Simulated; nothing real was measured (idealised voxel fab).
process module | voxel plated lines
cross-section cut | 210 nm wide | cells 5 nm
A cross-section is a grid of square cells, given in bands from the top down. A band is one or more rows of cells.
Each band's line starts with the height of the band's top and of its bottom, in nm. Then come its materials from left to right, each with its width in nm. One material with "throughout" fills the band from edge to edge. "air" is empty space.
Height 0 is the level under which the wafer as received is all one material. The lowest band goes on downwards, as in "0 down".
A width such as "30 to 40" changes by the same amount from each row of cells to the next, from the band's top row to its bottom row.
"no change" after a step means that no cell of the cross-section changed.
closed voids: empty space of 8 cells or more with no open way to the top, each as width x height at its distance from the left edge, in nm
after a step's settings: what the simulator itself notes on the step
overlay nm, on a step with a mask: how far to the right of its planned place the mask lay; to the left if negative
plan
1 op RECEIVE | material Si
2 op CONFORMAL_DEP | material SiN | thk nm 10
3 op DIRECTIONAL_DEP | material TiN | thk nm 5
4 op PATTERN | tone open | mask id LINES | material resist | width nm 20 | pitch nm 45 | thk nm 30 | overlay nm 0
5 op EPI | material Ru | thk nm 10
6 op EPI | material Ru | thk nm 10
7 op STRIP | etch materials resist
8 op DIRECTIONAL_ETCH | etch materials TiN | depth nm 5
9 op CONFORMAL_DEP | material SiCN | thk nm 5
as received, after step 1
  0 down: Si throughout
  closed voids: none
first wafer at the end, as planned
  40 to 35: air 20 | SiCN 30 | air 15 | SiCN 30 | air 15 | SiCN 30 | air 15 | SiCN 30 | air 25
  35 to 15: air 20 | SiCN 5 | Ru 20 | SiCN 5 | air 15 | SiCN 5 | Ru 20 | SiCN 5 | air 15 | SiCN 5 | Ru 20 | SiCN 5 | air 15 | SiCN 5 | Ru 20 | SiCN 5 | air 25
  15 to 10: SiCN 25 | TiN 20 | SiCN 25 | TiN 20 | SiCN 25 | TiN 20 | SiCN 25 | TiN 20 | SiCN 30
  10 to 0: SiN throughout
  0 down: Si throughout
  closed voids: none
second wafer at the end: like start, like plan, one mistake
  20 to 15: SiCN throughout
  15 to 5: SiN throughout
  5 to 0: TiN throughout
  0 down: Si throughout
  closed voids: none
what went wrong: steps 2 and 3 were swapped
at the end the second wafer has, in cells: 64 fewer of Ru | 40 fewer of SiCN | 26 more of TiN
